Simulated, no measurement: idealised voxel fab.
Process module heading - voxel wiring stack
For reference, the cross-section in this document is cut, with width 160 nm and square cells of 5 nm.
A cross-section is a grid of square cells, given in bands from the top down. A band is one or more rows of cells.
Top, bottom (nm), then materials left to right with widths (nm); lone material tagged "full width" fills the whole band edge to edge; "empty" = empty space.
Heights are expressed relative to 0, this being the level below which the as-received wafer comprises one material exclusively. The lowest band is unbounded in the downward direction and is denoted as in "from 0 down".
The width entry "30 to 40" should be interpreted row by row: the top row of cells in the band takes the first number, the bottom row takes the second number, and the change between adjacent rows is uniform throughout.
Step note "no modifications" = no cross-section cell changed.
"Enclosed cavity list" - sealed voids, min. 8 cells, no opening to top; format: width x height at distance (distance from left edge; nm throughout).
Read whatever lies past the settings on a step's line as the simulator's own remark about the step.
overlay nm: right-of-plan distance of the mask on a masked step; negative values mean left-of-plan.

PROCESS STEPS FORESEEN IN THE PLAN
step 1: op RECEIVE | material Si
step 2: op CONFORMAL_DEP | material SiO2 | thk nm 15
step 3: op CONFORMAL_DEP | material SiN | thk nm 5
step 4: op DIRECTIONAL_DEP | material SiO2 | thk nm 25
step 5: op PATTERN | tone open | mask id METAL_1 | material resist | width nm 25 | pitch nm 45 | thk nm 15 | overlay nm 0
step 6: op DIRECTIONAL_ETCH | etch materials SiO2 | depth nm 25
step 7: op DIRECTIONAL_ETCH | etch materials SiN | depth nm 5
step 8: op STRIP | etch materials resist
step 9: op CONFORMAL_DEP | material TiN | thk nm 5
step 10: op FILL_DEP | material Ru | thk nm 10
step 11: op CMP | height nm 45
step 12: op CONFORMAL_DEP | material SiCN | thk nm 5
step 13: op DIRECTIONAL_DEP | material SiO2 | thk nm 30
step 14: op MASKED_ETCH | tone open | mask id METAL_2 | width nm 25 | pitch nm 45 | etch materials SiO2 | depth nm 20 | overlay nm 0
step 15: op PATTERN | tone open | mask id METAL_2_HOLES | material resist | width nm 15 | thk nm 20 | overlay nm 0
step 16: op DIRECTIONAL_ETCH | etch materials SiO2 | depth nm 10
step 17: op DIRECTIONAL_ETCH | etch materials SiCN | depth nm 5
step 18: op STRIP | etch materials resist
step 19: op CONFORMAL_DEP | material TiN | thk nm 5
step 20: op FILL_DEP | material Cu | thk nm 10
step 21: op CMP | height nm 80
step 22: op CONFORMAL_DEP | material SiCN | thk nm 5
step 23: op DIRECTIONAL_DEP | material lowk | thk nm 10
step 24: op MASKED_ETCH | tone open | mask id PLUG_2 | width nm 15 | etch materials lowk | depth nm 10 | overlay nm 0
step 25: op MASKED_ETCH | tone open | mask id PLUG_2 | width nm 15 | etch materials SiCN | depth nm 5 | overlay nm 0
step 26: op CONFORMAL_DEP | material TiN | thk nm 5
step 27: op FILL_DEP | material Cu | thk nm 5
step 28: op CMP | height nm 95
step 29: op CONFORMAL_DEP | material SiCN | thk nm 5
step 30: op DIRECTIONAL_DEP | material SiO2 | thk nm 20
step 31: op MASKED_ETCH | tone open | mask id METAL_3 | width nm 25 | pitch nm 45 | etch materials SiO2 | depth nm 20 | overlay nm 0
step 32: op MASKED_ETCH | tone open | mask id METAL_3 | width nm 25 | pitch nm 45 | etch materials SiCN | depth nm 5 | overlay nm 0
step 33: op CONFORMAL_DEP | material TiN | thk nm 5
step 34: op FILL_DEP | material Cu | thk nm 5
step 35: op CMP | height nm 120
step 36: op CONFORMAL_DEP | material SiCN | thk nm 5

ON THE FIRST OF THE TWO WAFERS: RUN CONDUCTED ACCORDING TO PLAN

SHOWN IN CROSS-SECTION IS THE WAFER AS RECEIVED, THAT IS, AS IT STANDS AFTER STEP 1
* from 0 down | Si full width
* Enclosed cavity list: none

AFTER STEP 2, IN CROSS-SECTION
* from 15 to 0 | SiO2 full width
* Whatever lies below 0 is exactly as it was before.

AFTER STEP 3, IN CROSS-SECTION
* from 20 to 15 | SiN full width
* Whatever lies below 15 is exactly as it was before.

AFTER STEP 4, IN CROSS-SECTION
* from 45 to 20 | SiO2 full width
* Whatever lies below 20 is exactly as it was before.

AFTER STEP 5, IN CROSS-SECTION
* from 60 to 45 | resist: 45, then empty: 25, then resist: 20, then empty: 25, then resist: 45
* Whatever lies below 45 is exactly as it was before.

AFTER STEP 6, IN CROSS-SECTION
* from 60 to 45 | resist: 45, then empty: 25, then resist: 20, then empty: 25, then resist: 45
* from 45 to 20 | SiO2: 45, then empty: 25, then SiO2: 20, then empty: 25, then SiO2: 45
* Whatever lies below 20 is exactly as it was before.

AFTER STEP 7, IN CROSS-SECTION
* from 60 to 45 | resist: 45, then empty: 25, then resist: 20, then empty: 25, then resist: 45
* from 45 to 20 | SiO2: 45, then empty: 25, then SiO2: 20, then empty: 25, then SiO2: 45
* from 20 to 15 | SiN: 45, then empty: 25, then SiN: 20, then empty: 25, then SiN: 45
* Whatever lies below 15 is exactly as it was before.

AFTER STEP 8, IN CROSS-SECTION
* from 45 to 20 | SiO2: 45, then empty: 25, then SiO2: 20, then empty: 25, then SiO2: 45
* Whatever lies below 20 is exactly as it was before.

AFTER STEP 9, IN CROSS-SECTION
* from 50 to 45 | TiN: 50, then empty: 15, then TiN: 30, then empty: 15, then TiN: 50
* from 45 to 20 | SiO2: 45, then TiN: 5, then empty: 15, then TiN: 5, then SiO2: 20, then TiN: 5, then empty: 15, then TiN: 5, then SiO2: 45
* from 20 to 15 | SiN: 45, then TiN: 25, then SiN: 20, then TiN: 25, then SiN: 45
* Whatever lies below 15 is exactly as it was before.

AFTER STEP 10, IN CROSS-SECTION
* from 60 to 50 | Ru full width
* from 50 to 45 | TiN: 50, then Ru: 15, then TiN: 30, then Ru: 15, then TiN: 50
* from 45 to 20 | SiO2: 45, then TiN: 5, then Ru: 15, then TiN: 5, then SiO2: 20, then TiN: 5, then Ru: 15, then TiN: 5, then SiO2: 45
* Whatever lies below 20 is exactly as it was before.

AFTER STEP 11, IN CROSS-SECTION
* from 45 to 20 | SiO2: 45, then TiN: 5, then Ru: 15, then TiN: 5, then SiO2: 20, then TiN: 5, then Ru: 15, then TiN: 5, then SiO2: 45
* Whatever lies below 20 is exactly as it was before.

AFTER STEP 12, IN CROSS-SECTION
* from 50 to 45 | SiCN full width
* Whatever lies below 45 is exactly as it was before.

AFTER STEP 13, IN CROSS-SECTION
* from 80 to 50 | SiO2 full width
* Whatever lies below 50 is exactly as it was before.

AFTER STEP 14, IN CROSS-SECTION
* from 80 to 60 | SiO2: 45, then empty: 25, then SiO2: 20, then empty: 25, then SiO2: 45
* Whatever lies below 60 is exactly as it was before.

AFTER STEP 15, IN CROSS-SECTION
* from 100 to 80 | resist: 45, then empty: 15, then resist: 100
* from 80 to 60 | SiO2: 45, then empty: 15, then resist: 10, then SiO2: 20, then resist: 25, then SiO2: 45
* Whatever lies below 60 is exactly as it was before.

AFTER STEP 16, IN CROSS-SECTION
* from 100 to 80 | resist: 45, then empty: 15, then resist: 100
* from 80 to 60 | SiO2: 45, then empty: 15, then resist: 10, then SiO2: 20, then resist: 25, then SiO2: 45
* from 60 to 50 | SiO2: 45, then empty: 15, then SiO2: 100
* Whatever lies below 50 is exactly as it was before.

AFTER STEP 17, IN CROSS-SECTION
* from 100 to 80 | resist: 45, then empty: 15, then resist: 100
* from 80 to 60 | SiO2: 45, then empty: 15, then resist: 10, then SiO2: 20, then resist: 25, then SiO2: 45
* from 60 to 50 | SiO2: 45, then empty: 15, then SiO2: 100
* from 50 to 45 | SiCN: 45, then empty: 15, then SiCN: 100
* Whatever lies below 45 is exactly as it was before.

AFTER STEP 18, IN CROSS-SECTION
* from 80 to 60 | SiO2: 45, then empty: 25, then SiO2: 20, then empty: 25, then SiO2: 45
* Whatever lies below 60 is exactly as it was before.

AFTER STEP 19, IN CROSS-SECTION
* from 85 to 80 | TiN: 50, then empty: 15, then TiN: 30, then empty: 15, then TiN: 50
* from 80 to 65 | SiO2: 45, then TiN: 5, then empty: 15, then TiN: 5, then SiO2: 20, then TiN: 5, then empty: 15, then TiN: 5, then SiO2: 45
* from 65 to 60 | SiO2: 45, then TiN: 5, then empty: 5, then TiN: 15, then SiO2: 20, then TiN: 25, then SiO2: 45
* from 60 to 50 | SiO2: 45, then TiN: 5, then empty: 5, then TiN: 5, then SiO2: 100
* from 50 to 45 | SiCN: 45, then TiN: 15, then SiCN: 100
* Whatever lies below 45 is exactly as it was before.

AFTER STEP 20, IN CROSS-SECTION
* from 95 to 85 | Cu full width
* from 85 to 80 | TiN: 50, then Cu: 15, then TiN: 30, then Cu: 15, then TiN: 50
* from 80 to 65 | SiO2: 45, then TiN: 5, then Cu: 15, then TiN: 5, then SiO2: 20, then TiN: 5, then Cu: 15, then TiN: 5, then SiO2: 45
* from 65 to 60 | SiO2: 45, then TiN: 5, then Cu: 5, then TiN: 15, then SiO2: 20, then TiN: 25, then SiO2: 45
* from 60 to 50 | SiO2: 45, then TiN: 5, then Cu: 5, then TiN: 5, then SiO2: 100
* Whatever lies below 50 is exactly as it was before.

AFTER STEP 21, IN CROSS-SECTION
* from 80 to 65 | SiO2: 45, then TiN: 5, then Cu: 15, then TiN: 5, then SiO2: 20, then TiN: 5, then Cu: 15, then TiN: 5, then SiO2: 45
* Whatever lies below 65 is exactly as it was before.

AFTER STEP 22, IN CROSS-SECTION
* from 85 to 80 | SiCN full width
* Whatever lies below 80 is exactly as it was before.

AFTER STEP 23, IN CROSS-SECTION
* from 95 to 85 | lowk full width
* Whatever lies below 85 is exactly as it was before.

AFTER STEP 24, IN CROSS-SECTION
* from 95 to 85 | lowk: 45, then empty: 15, then lowk: 100
* Whatever lies below 85 is exactly as it was before.

AFTER STEP 25, IN CROSS-SECTION
* from 95 to 85 | lowk: 45, then empty: 15, then lowk: 100
* from 85 to 80 | SiCN: 45, then empty: 15, then SiCN: 100
* Whatever lies below 80 is exactly as it was before.

AFTER STEP 26, IN CROSS-SECTION
* from 100 to 95 | TiN: 50, then empty: 5, then TiN: 105
* from 95 to 85 | lowk: 45, then TiN: 5, then empty: 5, then TiN: 5, then lowk: 100
* from 85 to 80 | SiCN: 45, then TiN: 15, then SiCN: 100
* Whatever lies below 80 is exactly as it was before.

AFTER STEP 27, IN CROSS-SECTION
* from 105 to 100 | Cu full width
* from 100 to 95 | TiN: 50, then Cu: 5, then TiN: 105
* from 95 to 85 | lowk: 45, then TiN: 5, then Cu: 5, then TiN: 5, then lowk: 100
* Whatever lies below 85 is exactly as it was before.

AFTER STEP 28, IN CROSS-SECTION
* from 95 to 85 | lowk: 45, then TiN: 5, then Cu: 5, then TiN: 5, then lowk: 100
* Whatever lies below 85 is exactly as it was before.

AFTER STEP 29, IN CROSS-SECTION
* from 100 to 95 | SiCN full width
* Whatever lies below 95 is exactly as it was before.

AFTER STEP 30, IN CROSS-SECTION
* from 120 to 100 | SiO2 full width
* Whatever lies below 100 is exactly as it was before.

AFTER STEP 31, IN CROSS-SECTION
* from 120 to 100 | SiO2: 45, then empty: 25, then SiO2: 20, then empty: 25, then SiO2: 45
* Whatever lies below 100 is exactly as it was before.

AFTER STEP 32, IN CROSS-SECTION
* from 120 to 100 | SiO2: 45, then empty: 25, then SiO2: 20, then empty: 25, then SiO2: 45
* from 100 to 95 | SiCN: 45, then empty: 25, then SiCN: 20, then empty: 25, then SiCN: 45
* Whatever lies below 95 is exactly as it was before.

AFTER STEP 33, IN CROSS-SECTION
* from 125 to 120 | TiN: 50, then empty: 15, then TiN: 30, then empty: 15, then TiN: 50
* from 120 to 100 | SiO2: 45, then TiN: 5, then empty: 15, then TiN: 5, then SiO2: 20, then TiN: 5, then empty: 15, then TiN: 5, then SiO2: 45
* from 100 to 95 | SiCN: 45, then TiN: 25, then SiCN: 20, then TiN: 25, then SiCN: 45
* Whatever lies below 95 is exactly as it was before.

AFTER STEP 34, IN CROSS-SECTION
* from 130 to 125 | Cu full width
* from 125 to 120 | TiN: 50, then Cu: 15, then TiN: 30, then Cu: 15, then TiN: 50
* from 120 to 100 | SiO2: 45, then TiN: 5, then Cu: 15, then TiN: 5, then SiO2: 20, then TiN: 5, then Cu: 15, then TiN: 5, then SiO2: 45
* Whatever lies below 100 is exactly as it was before.

AFTER STEP 35, IN CROSS-SECTION
* from 120 to 100 | SiO2: 45, then TiN: 5, then Cu: 15, then TiN: 5, then SiO2: 20, then TiN: 5, then Cu: 15, then TiN: 5, then SiO2: 45
* Whatever lies below 100 is exactly as it was before.

AFTER STEP 36, IN CROSS-SECTION
* from 125 to 120 | SiCN full width
* Whatever lies below 120 is exactly as it was before.

HERE THE SECOND WAFER IS DESCRIBED. ITS START AND ITS PLAN WERE THOSE OF THE FIRST WAFER. ITS RUN CONTAINED ONE MISTAKE. UP TO AND INCLUDING STEP 28, IT DID EXACTLY WHAT THE FIRST WAFER DID

SECOND WAFER SHOWN IN CROSS-SECTION AT THE TIME STEP 29 WAS SLATED TO END
* from 115 to 95 | SiO2 full width
* Whatever lies below 95 is exactly as it was before.

SECOND WAFER SHOWN IN CROSS-SECTION AT THE TIME STEP 30 WAS SLATED TO END
* from 120 to 115 | SiCN full width
* Whatever lies below 115 is exactly as it was before.

Second wafer shown in cross-section at the time step 31 was slated to end: no modifications

SECOND WAFER SHOWN IN CROSS-SECTION AT THE TIME STEP 32 WAS SLATED TO END
* from 120 to 115 | SiCN: 45, then empty: 25, then SiCN: 20, then empty: 25, then SiCN: 45
* Whatever lies below 115 is exactly as it was before.

SECOND WAFER SHOWN IN CROSS-SECTION AT THE TIME STEP 33 WAS SLATED TO END
* from 125 to 120 | TiN: 50, then empty: 15, then TiN: 30, then empty: 15, then TiN: 50
* from 120 to 115 | SiCN: 45, then TiN: 25, then SiCN: 20, then TiN: 25, then SiCN: 45
* Whatever lies below 115 is exactly as it was before.

SECOND WAFER SHOWN IN CROSS-SECTION AT THE TIME STEP 34 WAS SLATED TO END
* from 130 to 125 | Cu full width
* from 125 to 120 | TiN: 50, then Cu: 15, then TiN: 30, then Cu: 15, then TiN: 50
* Whatever lies below 120 is exactly as it was before.

SECOND WAFER SHOWN IN CROSS-SECTION AT THE TIME STEP 35 WAS SLATED TO END
* from 120 to 115 | SiCN: 45, then TiN: 25, then SiCN: 20, then TiN: 25, then SiCN: 45
* Whatever lies below 115 is exactly as it was before.

SECOND WAFER SHOWN IN CROSS-SECTION AT THE TIME STEP 36 WAS SLATED TO END
* from 125 to 120 | SiCN full width
* Whatever lies below 120 is exactly as it was before.
Short version of what went wrong: plan vs actual: 29 and 30 interchanged
Cell-count delta at end, second wafer over first, by material: Cu -24; SiO2 +40; TiN -16
